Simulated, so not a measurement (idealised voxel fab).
Proc. module: voxel ribs on slabs
Shown is cross-section cut, with a width of 285 nm and square cells of size 5 nm.
A cross-section is written here as square cells arranged in a grid, and it is given in bands from the top down, each band taking up one or more rows of cells.
Band: top and bottom heights (nm) first, top before bottom; then materials from left to right, widths in nm. "edge to edge" marks a sole material filling the band edge to edge. "blank" denotes empty space.
Height is counted from the level 0, under which the received wafer is composed throughout of one material. The lowest of the bands is not closed at the bottom but continues downward, in the notation "0 -> down".
A width such as "30 to 40" changes by the same amount from each row of cells to the next, from the band's top row to its bottom row.
For the purposes of this document, the phrase "identical to before" attached to a step denotes that no cell within the cross-section was modified by that step.
Heads up: "Closed-off voids" only lists the empty pockets with no open path to the top that are 8 cells or more, and it writes them as width x height at distance, distance from the left edge, in nm.
Formally, on a step line, whatever follows the settings is a remark that the simulator itself makes on the step.
overlay nm: right-of-plan distance of the mask on a masked step; negative values mean left-of-plan.
Below is the list of planned process steps:
1: op RECEIVE | material Si
2: op DIRECTIONAL_DEP | material SiO2 | thk nm 20
3: op DIRECTIONAL_DEP | material SiN | thk nm 20
4: op DIRECTIONAL_DEP | material aC | thk nm 15
5: op PATTERN | tone cover | mask id RIB | material resist | width nm 20 | thk nm 30 | overlay nm 0
6: op DIRECTIONAL_ETCH | etch materials aC | depth nm 15
7: op STRIP | etch materials resist
8: op DIRECTIONAL_ETCH | etch materials SiN | depth nm 5
9: op STRIP | etch materials aC
10: op DIRECTIONAL_DEP | material aC | thk nm 15
11: op PATTERN | tone cover | mask id SLAB | material resist | width nm 70 | thk nm 30 | overlay nm 0
12: op DIRECTIONAL_ETCH | etch materials aC | depth nm 15
13: op STRIP | etch materials resist
14: op DIRECTIONAL_ETCH | etch materials SiN | depth nm 15
15: op STRIP | etch materials aC
16: op FILL_DEP | material SiO2 | thk nm 25
17: op CMP | height nm 55
18: op DIRECTIONAL_DEP | material W | thk nm 10
19: op PATTERN | tone cover | mask id HEATER | material resist | width nm 30 | thk nm 20 | overlay nm 0
20: op DIRECTIONAL_ETCH | etch materials W | depth nm 10
21: op STRIP | etch materials resist
22: op CONFORMAL_DEP | material SiN | thk nm 10
First of two wafers, processed according to plan:
Delivered wafer in cross-section: state after step 1:
- 0 -> down | Si edge to edge
- Closed-off voids: none
Cross-section: wafer state after step 2:
- 20 -> 0 | SiO2 edge to edge
- For the remainder of the cross-section, below 0, there is no change.
Cross-section: wafer state after step 3:
- 40 -> 20 | SiN edge to edge
- For the remainder of the cross-section, below 20, there is no change.
Cross-section: wafer state after step 4:
- 55 -> 40 | aC edge to edge
- For the remainder of the cross-section, below 40, there is no change.
Cross-section: wafer state after step 5:
- 85 -> 55 | 130 nm blank, then 20 nm resist, then 135 nm blank
- For the remainder of the cross-section, below 55, there is no change.
Cross-section: wafer state after step 6:
- 70 -> 55 | 130 nm blank, then 20 nm resist, then 135 nm blank
- 55 -> 40 | 130 nm blank, then 20 nm aC, then 135 nm blank
- For the remainder of the cross-section, below 40, there is no change.
Cross-section: wafer state after step 7:
- 55 -> 40 | 130 nm blank, then 20 nm aC, then 135 nm blank
- For the remainder of the cross-section, below 40, there is no change.
Cross-section: wafer state after step 8:
- 55 -> 40 | 130 nm blank, then 20 nm aC, then 135 nm blank
- 40 -> 35 | 130 nm blank, then 20 nm SiN, then 135 nm blank
- For the remainder of the cross-section, below 35, there is no change.
Cross-section: wafer state after step 9:
- 40 -> 35 | 130 nm blank, then 20 nm SiN, then 135 nm blank
- For the remainder of the cross-section, below 35, there is no change.
Cross-section: wafer state after step 10:
- 55 -> 50 | 130 nm blank, then 20 nm aC, then 135 nm blank
- 50 -> 40 | aC edge to edge
- 40 -> 35 | 130 nm aC, then 20 nm SiN, then 135 nm aC
- For the remainder of the cross-section, below 35, there is no change.
Cross-section: wafer state after step 11:
- 85 -> 55 | 105 nm blank, then 70 nm resist, then 110 nm blank
- 55 -> 50 | 105 nm blank, then 25 nm resist, then 20 nm aC, then 25 nm resist, then 110 nm blank
- For the remainder of the cross-section, below 50, there is no change.
Cross-section: wafer state after step 12:
- 70 -> 55 | 105 nm blank, then 70 nm resist, then 110 nm blank
- 55 -> 50 | 105 nm blank, then 25 nm resist, then 20 nm aC, then 25 nm resist, then 110 nm blank
- 50 -> 40 | 105 nm blank, then 70 nm aC, then 110 nm blank
- 40 -> 35 | 105 nm blank, then 25 nm aC, then 20 nm SiN, then 25 nm aC, then 110 nm blank
- For the remainder of the cross-section, below 35, there is no change.
Cross-section: wafer state after step 13:
- 55 -> 50 | 130 nm blank, then 20 nm aC, then 135 nm blank
- For the remainder of the cross-section, below 50, there is no change.
Cross-section: wafer state after step 14:
- 55 -> 50 | 130 nm blank, then 20 nm aC, then 135 nm blank
- 50 -> 40 | 105 nm blank, then 70 nm aC, then 110 nm blank
- 40 -> 35 | 105 nm blank, then 25 nm aC, then 20 nm SiN, then 25 nm aC, then 110 nm blank
- 35 -> 20 | 105 nm blank, then 70 nm SiN, then 110 nm blank
- For the remainder of the cross-section, below 20, there is no change.
Cross-section: wafer state after step 15:
- 40 -> 35 | 130 nm blank, then 20 nm SiN, then 135 nm blank
- For the remainder of the cross-section, below 35, there is no change.
Cross-section: wafer state after step 16:
- 65 -> 40 | SiO2 edge to edge
- 40 -> 35 | 130 nm SiO2, then 20 nm SiN, then 135 nm SiO2
- 35 -> 20 | 105 nm SiO2, then 70 nm SiN, then 110 nm SiO2
- For the remainder of the cross-section, below 20, there is no change.
Cross-section: wafer state after step 17:
- 55 -> 40 | SiO2 edge to edge
- For the remainder of the cross-section, below 40, there is no change.
Cross-section: wafer state after step 18:
- 65 -> 55 | W edge to edge
- For the remainder of the cross-section, below 55, there is no change.
Cross-section: wafer state after step 19:
- 85 -> 65 | 125 nm blank, then 30 nm resist, then 130 nm blank
- For the remainder of the cross-section, below 65, there is no change.
Cross-section: wafer state after step 20:
- 85 -> 65 | 125 nm blank, then 30 nm resist, then 130 nm blank
- 65 -> 55 | 125 nm blank, then 30 nm W, then 130 nm blank
- For the remainder of the cross-section, below 55, there is no change.
Cross-section: wafer state after step 21:
- 65 -> 55 | 125 nm blank, then 30 nm W, then 130 nm blank
- For the remainder of the cross-section, below 55, there is no change.
Cross-section: wafer state after step 22:
- 75 -> 65 | 115 nm blank, then 50 nm SiN, then 120 nm blank
- 65 -> 55 | 125 nm SiN, then 30 nm W, then 130 nm SiN
- For the remainder of the cross-section, below 55, there is no change.
Second wafer, same starting state and plan as the first, one mistake in the run, identical through step 1:
Cross-section of the second wafer when, according to plan, step 2 should have finished:
- 30 -> 0 | SiO2 edge to edge
- For the remainder of the cross-section, below 0, there is no change.
Cross-section of the second wafer when, according to plan, step 3 should have finished:
- 50 -> 30 | SiN edge to edge
- For the remainder of the cross-section, below 30, there is no change.
Cross-section of the second wafer when, according to plan, step 4 should have finished:
- 65 -> 50 | aC edge to edge
- For the remainder of the cross-section, below 50, there is no change.
Cross-section of the second wafer when, according to plan, step 5 should have finished:
- 95 -> 65 | 130 nm blank, then 20 nm resist, then 135 nm blank
- For the remainder of the cross-section, below 65, there is no change.
Cross-section of the second wafer when, according to plan, step 6 should have finished:
- 80 -> 65 | 130 nm blank, then 20 nm resist, then 135 nm blank
- 65 -> 50 | 130 nm blank, then 20 nm aC, then 135 nm blank
- For the remainder of the cross-section, below 50, there is no change.
Cross-section of the second wafer when, according to plan, step 7 should have finished:
- 65 -> 50 | 130 nm blank, then 20 nm aC, then 135 nm blank
- For the remainder of the cross-section, below 50, there is no change.
Cross-section of the second wafer when, according to plan, step 8 should have finished:
- 65 -> 50 | 130 nm blank, then 20 nm aC, then 135 nm blank
- 50 -> 45 | 130 nm blank, then 20 nm SiN, then 135 nm blank
- For the remainder of the cross-section, below 45, there is no change.
Cross-section of the second wafer when, according to plan, step 9 should have finished:
- 50 -> 45 | 130 nm blank, then 20 nm SiN, then 135 nm blank
- For the remainder of the cross-section, below 45, there is no change.
Cross-section of the second wafer when, according to plan, step 10 should have finished:
- 65 -> 60 | 130 nm blank, then 20 nm aC, then 135 nm blank
- 60 -> 50 | aC edge to edge
- 50 -> 45 | 130 nm aC, then 20 nm SiN, then 135 nm aC
- For the remainder of the cross-section, below 45, there is no change.
Cross-section of the second wafer when, according to plan, step 11 should have finished:
- 95 -> 65 | 105 nm blank, then 70 nm resist, then 110 nm blank
- 65 -> 60 | 105 nm blank, then 25 nm resist, then 20 nm aC, then 25 nm resist, then 110 nm blank
- For the remainder of the cross-section, below 60, there is no change.
Cross-section of the second wafer when, according to plan, step 12 should have finished:
- 80 -> 65 | 105 nm blank, then 70 nm resist, then 110 nm blank
- 65 -> 60 | 105 nm blank, then 25 nm resist, then 20 nm aC, then 25 nm resist, then 110 nm blank
- 60 -> 50 | 105 nm blank, then 70 nm aC, then 110 nm blank
- 50 -> 45 | 105 nm blank, then 25 nm aC, then 20 nm SiN, then 25 nm aC, then 110 nm blank
- For the remainder of the cross-section, below 45, there is no change.
Cross-section of the second wafer when, according to plan, step 13 should have finished:
- 65 -> 60 | 130 nm blank, then 20 nm aC, then 135 nm blank
- For the remainder of the cross-section, below 60, there is no change.
Cross-section of the second wafer when, according to plan, step 14 should have finished:
- 65 -> 60 | 130 nm blank, then 20 nm aC, then 135 nm blank
- 60 -> 50 | 105 nm blank, then 70 nm aC, then 110 nm blank
- 50 -> 45 | 105 nm blank, then 25 nm aC, then 20 nm SiN, then 25 nm aC, then 110 nm blank
- 45 -> 30 | 105 nm blank, then 70 nm SiN, then 110 nm blank
- For the remainder of the cross-section, below 30, there is no change.
Cross-section of the second wafer when, according to plan, step 15 should have finished:
- 50 -> 45 | 130 nm blank, then 20 nm SiN, then 135 nm blank
- For the remainder of the cross-section, below 45, there is no change.
Cross-section of the second wafer when, according to plan, step 16 should have finished:
- 75 -> 50 | SiO2 edge to edge
- 50 -> 45 | 130 nm SiO2, then 20 nm SiN, then 135 nm SiO2
- 45 -> 30 | 105 nm SiO2, then 70 nm SiN, then 110 nm SiO2
- For the remainder of the cross-section, below 30, there is no change.
Cross-section of the second wafer when, according to plan, step 17 should have finished:
- 55 -> 50 | SiO2 edge to edge
- For the remainder of the cross-section, below 50, there is no change.
Cross-section of the second wafer when, according to plan, step 18 should have finished:
- 65 -> 55 | W edge to edge
- For the remainder of the cross-section, below 55, there is no change.
Cross-section of the second wafer when, according to plan, step 19 should have finished:
- 85 -> 65 | 125 nm blank, then 30 nm resist, then 130 nm blank
- For the remainder of the cross-section, below 65, there is no change.
Cross-section of the second wafer when, according to plan, step 20 should have finished:
- 85 -> 65 | 125 nm blank, then 30 nm resist, then 130 nm blank
- 65 -> 55 | 125 nm blank, then 30 nm W, then 130 nm blank
- For the remainder of the cross-section, below 55, there is no change.
Cross-section of the second wafer when, according to plan, step 21 should have finished:
- 65 -> 55 | 125 nm blank, then 30 nm W, then 130 nm blank
- For the remainder of the cross-section, below 55, there is no change.
Cross-section of the second wafer when, according to plan, step 22 should have finished:
- 75 -> 65 | 115 nm blank, then 50 nm SiN, then 120 nm blank
- 65 -> 55 | 125 nm SiN, then 30 nm W, then 130 nm SiN
- For the remainder of the cross-section, below 55, there is no change.
Deviation from plan: step 2 was not run as planned; what actually ran was op DIRECTIONAL_DEP | material SiO2 | thk nm 30
In the final comparison it is observed that the number of cells assigned to each material is identical for the two wafers, whereas their placement is not.
